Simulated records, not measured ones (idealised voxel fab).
process module | voxel wiring stack
cross-section cut | 240 nm wide | cells 5 nm
A cross-section is a grid of square cells, given in bands from the top down. A band is one or more rows of cells.
Each band's line starts with the height of the band's top and of its bottom, in nm. Then come its materials from left to right, each with its width in nm. One material with "throughout" fills the band from edge to edge. "air" is empty space.
Height 0 is the level under which the wafer as received is all one material. The lowest band goes on downwards, as in "0 down".
A width such as "30 to 40" changes by the same amount from each row of cells to the next, from the band's top row to its bottom row.
"no change" after a step means that no cell of the cross-section changed.
closed voids: empty space of 8 cells or more with no open way to the top, each as width x height at its distance from the left edge, in nm
after a step's settings: what the simulator itself notes on the step
overlay nm, on a step with a mask: how far to the right of its planned place the mask lay; to the left if negative
plan
1 op RECEIVE | material Si
2 op CONFORMAL_DEP | material SiO2 | thk nm 10
3 op DIRECTIONAL_DEP | material TiN | thk nm 5
4 op DIRECTIONAL_DEP | material Ru | thk nm 15
5 op PATTERN | tone cover | mask id METAL_1 | material resist | width nm 25 | pitch nm 40 | thk nm 15 | overlay nm 0
6 op DIRECTIONAL_ETCH | etch materials Ru | depth nm 15
7 op DIRECTIONAL_ETCH | etch materials TiN | depth nm 5
8 op STRIP | etch materials resist
9 op CONFORMAL_DEP | material SiN | thk nm 5
10 op FILL_DEP | material SiO2 | thk nm 10
11 op CMP | height nm 30
12 op CONFORMAL_DEP | material SiCN | thk nm 5
13 op DIRECTIONAL_DEP | material SiO2 | thk nm 35
14 op MASKED_ETCH | tone open | mask id METAL_2 | width nm 25 | pitch nm 40 | etch materials SiO2 | depth nm 20 | overlay nm 0
15 op DIRECTIONAL_DEP | material aC | thk nm 15
16 op PATTERN | tone open | mask id METAL_2_HOLES | material resist | width nm 15 | pitch nm 40 | thk nm 30 | overlay nm 0
17 op DIRECTIONAL_ETCH | etch materials aC | depth nm 15
18 op STRIP | etch materials resist
19 op DIRECTIONAL_ETCH | etch materials SiO2 | depth nm 15
20 op DIRECTIONAL_ETCH | etch materials SiCN | depth nm 5
21 op STRIP | etch materials aC
22 op CONFORMAL_DEP | material TiN | thk nm 5
23 op FILL_DEP | material Cu | thk nm 10
24 op CMP | height nm 70
25 op CONFORMAL_DEP | material SiCN | thk nm 5
26 op DIRECTIONAL_DEP | material lowk | thk nm 20
27 op PATTERN | tone open | mask id PLUG_2 | material resist | width nm 15 | pitch nm 80 | thk nm 20 | overlay nm 0
28 op DIRECTIONAL_ETCH | etch materials lowk | depth nm 20
29 op DIRECTIONAL_ETCH | etch materials SiCN | depth nm 5
30 op STRIP | etch materials resist
31 op EPI | material Ru | thk nm 10
32 op EPI | material Ru | thk nm 10
33 op EPI | material Ru | thk nm 5
34 op DIRECTIONAL_DEP | material TiN | thk nm 5
35 op DIRECTIONAL_DEP | material W | thk nm 15
36 op PATTERN | tone cover | mask id METAL_3 | material resist | width nm 25 | pitch nm 40 | thk nm 20 | overlay nm 0
37 op DIRECTIONAL_ETCH | etch materials W | depth nm 15
38 op DIRECTIONAL_ETCH | etch materials TiN | depth nm 5
39 op STRIP | etch materials resist
40 op CONFORMAL_DEP | material SiCN | thk nm 5
41 op FILL_DEP | material SiO2 | thk nm 10
42 op CMP | height nm 115
43 op CONFORMAL_DEP | material SiCN | thk nm 5
as received, after step 1
  0 down: Si throughout
  closed voids: none
a wafer at the end: this start, this plan, one mistake
  120 to 115: SiCN throughout
  115 to 110: SiO2 40 | SiCN 35 | SiO2 5 | SiCN 35 | SiO2 5 | SiCN 35 | SiO2 5 | SiCN 35 | SiO2 45
  110 to 100: SiO2 40 | SiCN 5 | W 25 | SiCN 5 | SiO2 5 | SiCN 5 | W 25 | SiCN 5 | SiO2 5 | SiCN 5 | W 25 | SiCN 5 | SiO2 5 | SiCN 5 | W 25 | SiCN 5 | SiO2 45
  100 to 95: SiCN 45 | W 25 | SiCN 15 | W 25 | SiCN 15 | W 25 | SiCN 15 | W 25 | SiCN 50
  95 to 75: lowk 45 | Ru 15 | lowk 65 | Ru 15 | lowk 100
  75 to 70: SiCN 45 | Ru 15 | SiCN 65 | Ru 15 | SiCN 100
  70 to 55: SiO2 45 | TiN 5 | Cu 15 | TiN 5 | SiO2 15 | TiN 5 | Cu 15 | TiN 5 | SiO2 15 | TiN 5 | Cu 15 | TiN 5 | SiO2 15 | TiN 5 | Cu 15 | TiN 5 | SiO2 50
  55 to 50: SiO2 45 | TiN 5 | Cu 5 | TiN 15 | SiO2 15 | TiN 5 | Cu 5 | TiN 15 | SiO2 15 | TiN 5 | Cu 5 | TiN 15 | SiO2 15 | TiN 5 | Cu 5 | TiN 15 | SiO2 50
  50 to 35: SiO2 45 | TiN 5 | Cu 5 | TiN 5 | SiO2 25 | TiN 5 | Cu 5 | TiN 5 | SiO2 25 | TiN 5 | Cu 5 | TiN 5 | SiO2 25 | TiN 5 | Cu 5 | TiN 5 | SiO2 60
  35 to 30: SiCN 45 | TiN 15 | SiCN 25 | TiN 15 | SiCN 25 | TiN 15 | SiCN 25 | TiN 15 | SiCN 60
  30 to 15: SiO2 40 | SiN 5 | Ru 25 | SiN 5 | SiO2 5 | SiN 5 | Ru 25 | SiN 5 | SiO2 5 | SiN 5 | Ru 25 | SiN 5 | SiO2 5 | SiN 5 | Ru 25 | SiN 5 | SiO2 45
  15 to 10: SiN 45 | TiN 25 | SiN 15 | TiN 25 | SiN 15 | TiN 25 | SiN 15 | TiN 25 | SiN 50
  10 to 0: SiO2 throughout
  0 down: Si throughout
  closed voids: none
what went wrong: step 34 was left out
